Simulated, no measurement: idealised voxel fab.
process module | voxel wiring stack
cross-section cut | 275 nm wide | cells 5 nm
A cross-section is a grid of square cells, given in bands from the top down. A band is one or more rows of cells.
Each band's line starts with the height of the band's top and of its bottom, in nm. Then come its materials from left to right, each with its width in nm. One material with "throughout" fills the band from edge to edge. "air" is empty space.
Height 0 is the level under which the wafer as received is all one material. The lowest band goes on downwards, as in "0 down".
A width such as "30 to 40" changes by the same amount from each row of cells to the next, from the band's top row to its bottom row.
"no change" after a step means that no cell of the cross-section changed.
closed voids: empty space of 8 cells or more with no open way to the top, each as width x height at its distance from the left edge, in nm
after a step's settings: what the simulator itself notes on the step
overlay nm, on a step with a mask: how far to the right of its planned place the mask lay; to the left if negative
plan
1 op RECEIVE | material Si
2 op CONFORMAL_DEP | material SiO2 | thk nm 10
3 op CONFORMAL_DEP | material SiN | thk nm 5
4 op DIRECTIONAL_DEP | material lowk | thk nm 15
5 op MASKED_ETCH | tone open | mask id METAL_1 | width nm 30 | pitch nm 60 | etch materials lowk | depth nm 15 | overlay nm 0
6 op MASKED_ETCH | tone open | mask id METAL_1 | width nm 30 | pitch nm 60 | etch materials SiN | depth nm 5 | overlay nm 0
7 op CONFORMAL_DEP | material TiN | thk nm 5
8 op FILL_DEP | material W | thk nm 10
9 op CMP | height nm 30
10 op CONFORMAL_DEP | material SiCN | thk nm 5
11 op DIRECTIONAL_DEP | material lowk | thk nm 10
12 op DIRECTIONAL_DEP | material aC | thk nm 15
13 op PATTERN | tone open | mask id PLUG_1 | material resist | width nm 15 | pitch nm 120 | thk nm 35 | overlay nm 0
14 op DIRECTIONAL_ETCH | etch materials aC | depth nm 15
15 op STRIP | etch materials resist
16 op DIRECTIONAL_ETCH | etch materials lowk | depth nm 10
17 op DIRECTIONAL_ETCH | etch materials SiCN | depth nm 5
18 op STRIP | etch materials aC
19 op CONFORMAL_DEP | material TiN | thk nm 5
20 op FILL_DEP | material Ru | thk nm 5
21 op CMP | height nm 45
22 op DIRECTIONAL_DEP | material TiN | thk nm 5
23 op DIRECTIONAL_DEP | material W | thk nm 15
24 op MASKED_ETCH | tone cover | mask id METAL_2 | width nm 30 | pitch nm 60 | etch materials W | depth nm 15 | overlay nm 0
25 op MASKED_ETCH | tone cover | mask id METAL_2 | width nm 30 | pitch nm 60 | etch materials TiN | depth nm 5 | overlay nm 0
26 op CONFORMAL_DEP | material SiCN | thk nm 5
27 op FILL_DEP | material SiO2 | thk nm 5
28 op CMP | height nm 65
29 op CONFORMAL_DEP | material SiCN | thk nm 5
30 op DIRECTIONAL_DEP | material SiO2 | thk nm 25
31 op DIRECTIONAL_DEP | material aC | thk nm 15
32 op PATTERN | tone open | mask id METAL_3_HOLES | material resist | width nm 15 | pitch nm 60 | thk nm 35 | overlay nm 0
33 op DIRECTIONAL_ETCH | etch materials aC | depth nm 15
34 op STRIP | etch materials resist
35 op DIRECTIONAL_ETCH | etch materials SiO2 | depth nm 25
36 op STRIP | etch materials aC
37 op DIRECTIONAL_DEP | material aC | thk nm 10
38 op PATTERN | tone open | mask id METAL_3 | material resist | width nm 30 | pitch nm 60 | thk nm 30 | overlay nm 0
39 op DIRECTIONAL_ETCH | etch materials aC | depth nm 10
40 op STRIP | etch materials resist
41 op DIRECTIONAL_ETCH | etch materials SiO2 | depth nm 15
42 op DIRECTIONAL_ETCH | etch materials SiCN | depth nm 5
43 op STRIP | etch materials aC
44 op CONFORMAL_DEP | material TiN | thk nm 5
45 op FILL_DEP | material Cu | thk nm 5
46 op CMP | height nm 95
47 op CONFORMAL_DEP | material SiCN | thk nm 5
first wafer, as planned
as received, after step 1
  0 down: Si throughout
  closed voids: none
after step 2
  10 to 0: SiO2 throughout
  below 0: unchanged
after step 3
  15 to 10: SiN throughout
  below 10: unchanged
after step 4
  30 to 15: lowk throughout
  below 15: unchanged
after step 5
  30 to 15: lowk 30 | air 30 | lowk 30 | air 30 | lowk 30 | air 30 | lowk 30 | air 30 | lowk 35
  below 15: unchanged
after step 6
  30 to 15: lowk 30 | air 30 | lowk 30 | air 30 | lowk 30 | air 30 | lowk 30 | air 30 | lowk 35
  15 to 10: SiN 30 | air 30 | SiN 30 | air 30 | SiN 30 | air 30 | SiN 30 | air 30 | SiN 35
  below 10: unchanged
after step 7
  35 to 30: TiN 35 | air 20 | TiN 40 | air 20 | TiN 40 | air 20 | TiN 40 | air 20 | TiN 40
  30 to 15: lowk 30 | TiN 5 | air 20 | TiN 5 | lowk 30 | TiN 5 | air 20 | TiN 5 | lowk 30 | TiN 5 | air 20 | TiN 5 | lowk 30 | TiN 5 | air 20 | TiN 5 | lowk 35
  15 to 10: SiN 30 | TiN 30 | SiN 30 | TiN 30 | SiN 30 | TiN 30 | SiN 30 | TiN 30 | SiN 35
  below 10: unchanged
after step 8
  45 to 35: W throughout
  35 to 30: TiN 35 | W 20 | TiN 40 | W 20 | TiN 40 | W 20 | TiN 40 | W 20 | TiN 40
  30 to 15: lowk 30 | TiN 5 | W 20 | TiN 5 | lowk 30 | TiN 5 | W 20 | TiN 5 | lowk 30 | TiN 5 | W 20 | TiN 5 | lowk 30 | TiN 5 | W 20 | TiN 5 | lowk 35
  below 15: unchanged
after step 9
  30 to 15: lowk 30 | TiN 5 | W 20 | TiN 5 | lowk 30 | TiN 5 | W 20 | TiN 5 | lowk 30 | TiN 5 | W 20 | TiN 5 | lowk 30 | TiN 5 | W 20 | TiN 5 | lowk 35
  below 15: unchanged
after step 10
  35 to 30: SiCN throughout
  below 30: unchanged
after step 11
  45 to 35: lowk throughout
  below 35: unchanged
after step 12
  60 to 45: aC throughout
  below 45: unchanged
after step 13
  95 to 60: resist 30 | air 15 | resist 105 | air 15 | resist 110
  below 60: unchanged
after step 14
  80 to 60: resist 30 | air 15 | resist 105 | air 15 | resist 110
  60 to 45: aC 30 | air 15 | aC 105 | air 15 | aC 110
  below 45: unchanged
after step 15
  60 to 45: aC 30 | air 15 | aC 105 | air 15 | aC 110
  below 45: unchanged
after step 16
  60 to 45: aC 30 | air 15 | aC 105 | air 15 | aC 110
  45 to 35: lowk 30 | air 15 | lowk 105 | air 15 | lowk 110
  below 35: unchanged
after step 17
  60 to 45: aC 30 | air 15 | aC 105 | air 15 | aC 110
  45 to 35: lowk 30 | air 15 | lowk 105 | air 15 | lowk 110
  35 to 30: SiCN 30 | air 15 | SiCN 105 | air 15 | SiCN 110
  below 30: unchanged
after step 18
  45 to 35: lowk 30 | air 15 | lowk 105 | air 15 | lowk 110
  below 35: unchanged
after step 19
  50 to 45: TiN 35 | air 5 | TiN 115 | air 5 | TiN 115
  45 to 35: lowk 30 | TiN 5 | air 5 | TiN 5 | lowk 105 | TiN 5 | air 5 | TiN 5 | lowk 110
  35 to 30: SiCN 30 | TiN 15 | SiCN 105 | TiN 15 | SiCN 110
  below 30: unchanged
after step 20
  55 to 50: Ru throughout
  50 to 45: TiN 35 | Ru 5 | TiN 115 | Ru 5 | TiN 115
  45 to 35: lowk 30 | TiN 5 | Ru 5 | TiN 5 | lowk 105 | TiN 5 | Ru 5 | TiN 5 | lowk 110
  below 35: unchanged
after step 21
  45 to 35: lowk 30 | TiN 5 | Ru 5 | TiN 5 | lowk 105 | TiN 5 | Ru 5 | TiN 5 | lowk 110
  below 35: unchanged
after step 22
  50 to 45: TiN throughout
  below 45: unchanged
after step 23
  65 to 50: W throughout
  below 50: unchanged
after step 24
  65 to 50: air 30 | W 30 | air 30 | W 30 | air 30 | W 30 | air 30 | W 30 | air 35
  below 50: unchanged
after step 25
  65 to 50: air 30 | W 30 | air 30 | W 30 | air 30 | W 30 | air 30 | W 30 | air 35
  50 to 45: air 30 | TiN 30 | air 30 | TiN 30 | air 30 | TiN 30 | air 30 | TiN 30 | air 35
  below 45: unchanged
after step 26
  70 to 65: air 25 | SiCN 40 | air 20 | SiCN 40 | air 20 | SiCN 40 | air 20 | SiCN 40 | air 30
  65 to 50: air 25 | SiCN 5 | W 30 | SiCN 5 | air 20 | SiCN 5 | W 30 | SiCN 5 | air 20 | SiCN 5 | W 30 | SiCN 5 | air 20 | SiCN 5 | W 30 | SiCN 5 | air 30
  50 to 45: SiCN 30 | TiN 30 | SiCN 30 | TiN 30 | SiCN 30 | TiN 30 | SiCN 30 | TiN 30 | SiCN 35
  below 45: unchanged
after step 27
  75 to 70: SiO2 throughout
  70 to 65: SiO2 25 | SiCN 40 | SiO2 20 | SiCN 40 | SiO2 20 | SiCN 40 | SiO2 20 | SiCN 40 | SiO2 30
  65 to 50: SiO2 25 | SiCN 5 | W 30 | SiCN 5 | SiO2 20 | SiCN 5 | W 30 | SiCN 5 | SiO2 20 | SiCN 5 | W 30 | SiCN 5 | SiO2 20 | SiCN 5 | W 30 | SiCN 5 | SiO2 30
  below 50: unchanged
after step 28
  65 to 50: SiO2 25 | SiCN 5 | W 30 | SiCN 5 | SiO2 20 | SiCN 5 | W 30 | SiCN 5 | SiO2 20 | SiCN 5 | W 30 | SiCN 5 | SiO2 20 | SiCN 5 | W 30 | SiCN 5 | SiO2 30
  below 50: unchanged
after step 29
  70 to 65: SiCN throughout
  below 65: unchanged
after step 30
  95 to 70: SiO2 throughout
  below 70: unchanged
after step 31
  110 to 95: aC throughout
  below 95: unchanged
after step 32
  145 to 110: resist 30 | air 15 | resist 45 | air 15 | resist 45 | air 15 | resist 45 | air 15 | resist 50
  below 110: unchanged
after step 33
  130 to 110: resist 30 | air 15 | resist 45 | air 15 | resist 45 | air 15 | resist 45 | air 15 | resist 50
  110 to 95: aC 30 | air 15 | aC 45 | air 15 | aC 45 | air 15 | aC 45 | air 15 | aC 50
  below 95: unchanged
after step 34
  110 to 95: aC 30 | air 15 | aC 45 | air 15 | aC 45 | air 15 | aC 45 | air 15 | aC 50
  below 95: unchanged
after step 35
  110 to 95: aC 30 | air 15 | aC 45 | air 15 | aC 45 | air 15 | aC 45 | air 15 | aC 50
  95 to 70: SiO2 30 | air 15 | SiO2 45 | air 15 | SiO2 45 | air 15 | SiO2 45 | air 15 | SiO2 50
  below 70: unchanged
after step 36
  95 to 70: SiO2 30 | air 15 | SiO2 45 | air 15 | SiO2 45 | air 15 | SiO2 45 | air 15 | SiO2 50
  below 70: unchanged
after step 37
  105 to 95: aC 30 | air 15 | aC 45 | air 15 | aC 45 | air 15 | aC 45 | air 15 | aC 50
  95 to 80: SiO2 30 | air 15 | SiO2 45 | air 15 | SiO2 45 | air 15 | SiO2 45 | air 15 | SiO2 50
  80 to 70: SiO2 30 | aC 15 | SiO2 45 | aC 15 | SiO2 45 | aC 15 | SiO2 45 | aC 15 | SiO2 50
  below 70: unchanged
after step 38
  135 to 105: resist 30 | air 30 | resist 30 | air 30 | resist 30 | air 30 | resist 30 | air 30 | resist 35
  below 105: unchanged
after step 39
  125 to 105: resist 30 | air 30 | resist 30 | air 30 | resist 30 | air 30 | resist 30 | air 30 | resist 35
  105 to 95: aC 30 | air 30 | aC 30 | air 30 | aC 30 | air 30 | aC 30 | air 30 | aC 35
  95 to 70: SiO2 30 | air 15 | SiO2 45 | air 15 | SiO2 45 | air 15 | SiO2 45 | air 15 | SiO2 50
  below 70: unchanged
after step 40
  105 to 95: aC 30 | air 30 | aC 30 | air 30 | aC 30 | air 30 | aC 30 | air 30 | aC 35
  below 95: unchanged
after step 41
  105 to 95: aC 30 | air 30 | aC 30 | air 30 | aC 30 | air 30 | aC 30 | air 30 | aC 35
  95 to 80: SiO2 30 | air 30 | SiO2 30 | air 30 | SiO2 30 | air 30 | SiO2 30 | air 30 | SiO2 35
  below 80: unchanged
after step 42
  105 to 95: aC 30 | air 30 | aC 30 | air 30 | aC 30 | air 30 | aC 30 | air 30 | aC 35
  95 to 80: SiO2 30 | air 30 | SiO2 30 | air 30 | SiO2 30 | air 30 | SiO2 30 | air 30 | SiO2 35
  80 to 70: SiO2 30 | air 15 | SiO2 45 | air 15 | SiO2 45 | air 15 | SiO2 45 | air 15 | SiO2 50
  70 to 65: SiCN 30 | air 15 | SiCN 45 | air 15 | SiCN 45 | air 15 | SiCN 45 | air 15 | SiCN 50
  below 65: unchanged
after step 43
  95 to 80: SiO2 30 | air 30 | SiO2 30 | air 30 | SiO2 30 | air 30 | SiO2 30 | air 30 | SiO2 35
  below 80: unchanged
after step 44
  100 to 95: TiN 35 | air 20 | TiN 40 | air 20 | TiN 40 | air 20 | TiN 40 | air 20 | TiN 40
  95 to 85: SiO2 30 | TiN 5 | air 20 | TiN 5 | SiO2 30 | TiN 5 | air 20 | TiN 5 | SiO2 30 | TiN 5 | air 20 | TiN 5 | SiO2 30 | TiN 5 | air 20 | TiN 5 | SiO2 35
  85 to 80: SiO2 30 | TiN 5 | air 5 | TiN 20 | SiO2 30 | TiN 5 | air 5 | TiN 20 | SiO2 30 | TiN 5 | air 5 | TiN 20 | SiO2 30 | TiN 5 | air 5 | TiN 20 | SiO2 35
  80 to 70: SiO2 30 | TiN 5 | air 5 | TiN 5 | SiO2 45 | TiN 5 | air 5 | TiN 5 | SiO2 45 | TiN 5 | air 5 | TiN 5 | SiO2 45 | TiN 5 | air 5 | TiN 5 | SiO2 50
  70 to 65: SiCN 30 | TiN 15 | SiCN 45 | TiN 15 | SiCN 45 | TiN 15 | SiCN 45 | TiN 15 | SiCN 50
  below 65: unchanged
after step 45
  105 to 100: Cu throughout
  100 to 95: TiN 35 | Cu 20 | TiN 40 | Cu 20 | TiN 40 | Cu 20 | TiN 40 | Cu 20 | TiN 40
  95 to 85: SiO2 30 | TiN 5 | Cu 20 | TiN 5 | SiO2 30 | TiN 5 | Cu 20 | TiN 5 | SiO2 30 | TiN 5 | Cu 20 | TiN 5 | SiO2 30 | TiN 5 | Cu 20 | TiN 5 | SiO2 35
  85 to 80: SiO2 30 | TiN 5 | Cu 5 | TiN 20 | SiO2 30 | TiN 5 | Cu 5 | TiN 20 | SiO2 30 | TiN 5 | Cu 5 | TiN 20 | SiO2 30 | TiN 5 | Cu 5 | TiN 20 | SiO2 35
  80 to 70: SiO2 30 | TiN 5 | Cu 5 | TiN 5 | SiO2 45 | TiN 5 | Cu 5 | TiN 5 | SiO2 45 | TiN 5 | Cu 5 | TiN 5 | SiO2 45 | TiN 5 | Cu 5 | TiN 5 | SiO2 50
  below 70: unchanged
after step 46
  95 to 85: SiO2 30 | TiN 5 | Cu 20 | TiN 5 | SiO2 30 | TiN 5 | Cu 20 | TiN 5 | SiO2 30 | TiN 5 | Cu 20 | TiN 5 | SiO2 30 | TiN 5 | Cu 20 | TiN 5 | SiO2 35
  below 85: unchanged
after step 47
  100 to 95: SiCN throughout
  below 95: unchanged
second wafer: like start, like plan, one mistake. Through step 29 it matches the first wafer
when step 30 should have ended
  120 to 70: SiO2 throughout
  below 70: unchanged
when step 31 should have ended
  135 to 120: aC throughout
  below 120: unchanged
when step 32 should have ended
  170 to 135: resist 30 | air 15 | resist 45 | air 15 | resist 45 | air 15 | resist 45 | air 15 | resist 50
  below 135: unchanged
when step 33 should have ended
  155 to 135: resist 30 | air 15 | resist 45 | air 15 | resist 45 | air 15 | resist 45 | air 15 | resist 50
  135 to 120: aC 30 | air 15 | aC 45 | air 15 | aC 45 | air 15 | aC 45 | air 15 | aC 50
  below 120: unchanged
when step 34 should have ended
  135 to 120: aC 30 | air 15 | aC 45 | air 15 | aC 45 | air 15 | aC 45 | air 15 | aC 50
  below 120: unchanged
when step 35 should have ended
  135 to 120: aC 30 | air 15 | aC 45 | air 15 | aC 45 | air 15 | aC 45 | air 15 | aC 50
  120 to 95: SiO2 30 | air 15 | SiO2 45 | air 15 | SiO2 45 | air 15 | SiO2 45 | air 15 | SiO2 50
  below 95: unchanged
when step 36 should have ended
  120 to 95: SiO2 30 | air 15 | SiO2 45 | air 15 | SiO2 45 | air 15 | SiO2 45 | air 15 | SiO2 50
  below 95: unchanged
when step 37 should have ended
  130 to 120: aC 30 | air 15 | aC 45 | air 15 | aC 45 | air 15 | aC 45 | air 15 | aC 50
  120 to 105: SiO2 30 | air 15 | SiO2 45 | air 15 | SiO2 45 | air 15 | SiO2 45 | air 15 | SiO2 50
  105 to 95: SiO2 30 | aC 15 | SiO2 45 | aC 15 | SiO2 45 | aC 15 | SiO2 45 | aC 15 | SiO2 50
  below 95: unchanged
when step 38 should have ended
  160 to 130: resist 30 | air 30 | resist 30 | air 30 | resist 30 | air 30 | resist 30 | air 30 | resist 35
  below 130: unchanged
when step 39 should have ended
  150 to 130: resist 30 | air 30 | resist 30 | air 30 | resist 30 | air 30 | resist 30 | air 30 | resist 35
  130 to 120: aC 30 | air 30 | aC 30 | air 30 | aC 30 | air 30 | aC 30 | air 30 | aC 35
  120 to 95: SiO2 30 | air 15 | SiO2 45 | air 15 | SiO2 45 | air 15 | SiO2 45 | air 15 | SiO2 50
  below 95: unchanged
when step 40 should have ended
  130 to 120: aC 30 | air 30 | aC 30 | air 30 | aC 30 | air 30 | aC 30 | air 30 | aC 35
  below 120: unchanged
when step 41 should have ended
  130 to 120: aC 30 | air 30 | aC 30 | air 30 | aC 30 | air 30 | aC 30 | air 30 | aC 35
  120 to 105: SiO2 30 | air 30 | SiO2 30 | air 30 | SiO2 30 | air 30 | SiO2 30 | air 30 | SiO2 35
  105 to 80: SiO2 30 | air 15 | SiO2 45 | air 15 | SiO2 45 | air 15 | SiO2 45 | air 15 | SiO2 50
  below 80: unchanged
when step 42 should have ended: no change
when step 43 should have ended
  120 to 105: SiO2 30 | air 30 | SiO2 30 | air 30 | SiO2 30 | air 30 | SiO2 30 | air 30 | SiO2 35
  below 105: unchanged
when step 44 should have ended
  125 to 120: TiN 35 | air 20 | TiN 40 | air 20 | TiN 40 | air 20 | TiN 40 | air 20 | TiN 40
  120 to 110: SiO2 30 | TiN 5 | air 20 | TiN 5 | SiO2 30 | TiN 5 | air 20 | TiN 5 | SiO2 30 | TiN 5 | air 20 | TiN 5 | SiO2 30 | TiN 5 | air 20 | TiN 5 | SiO2 35
  110 to 105: SiO2 30 | TiN 5 | air 5 | TiN 20 | SiO2 30 | TiN 5 | air 5 | TiN 20 | SiO2 30 | TiN 5 | air 5 | TiN 20 | SiO2 30 | TiN 5 | air 5 | TiN 20 | SiO2 35
  105 to 85: SiO2 30 | TiN 5 | air 5 | TiN 5 | SiO2 45 | TiN 5 | air 5 | TiN 5 | SiO2 45 | TiN 5 | air 5 | TiN 5 | SiO2 45 | TiN 5 | air 5 | TiN 5 | SiO2 50
  85 to 80: SiO2 30 | TiN 15 | SiO2 45 | TiN 15 | SiO2 45 | TiN 15 | SiO2 45 | TiN 15 | SiO2 50
  below 80: unchanged
when step 45 should have ended
  130 to 125: Cu throughout
  125 to 120: TiN 35 | Cu 20 | TiN 40 | Cu 20 | TiN 40 | Cu 20 | TiN 40 | Cu 20 | TiN 40
  120 to 110: SiO2 30 | TiN 5 | Cu 20 | TiN 5 | SiO2 30 | TiN 5 | Cu 20 | TiN 5 | SiO2 30 | TiN 5 | Cu 20 | TiN 5 | SiO2 30 | TiN 5 | Cu 20 | TiN 5 | SiO2 35
  110 to 105: SiO2 30 | TiN 5 | Cu 5 | TiN 20 | SiO2 30 | TiN 5 | Cu 5 | TiN 20 | SiO2 30 | TiN 5 | Cu 5 | TiN 20 | SiO2 30 | TiN 5 | Cu 5 | TiN 20 | SiO2 35
  105 to 85: SiO2 30 | TiN 5 | Cu 5 | TiN 5 | SiO2 45 | TiN 5 | Cu 5 | TiN 5 | SiO2 45 | TiN 5 | Cu 5 | TiN 5 | SiO2 45 | TiN 5 | Cu 5 | TiN 5 | SiO2 50
  below 85: unchanged
when step 46 should have ended
  95 to 85: SiO2 30 | TiN 5 | Cu 5 | TiN 5 | SiO2 45 | TiN 5 | Cu 5 | TiN 5 | SiO2 45 | TiN 5 | Cu 5 | TiN 5 | SiO2 45 | TiN 5 | Cu 5 | TiN 5 | SiO2 50
  below 85: unchanged
when step 47 should have ended
  100 to 95: SiCN throughout
  below 95: unchanged
what went wrong: step 30 was run twice
at the end the second wafer has, in cells: 36 fewer of Cu | 12 more of SiCN | 60 more of SiO2 | 36 fewer of TiN
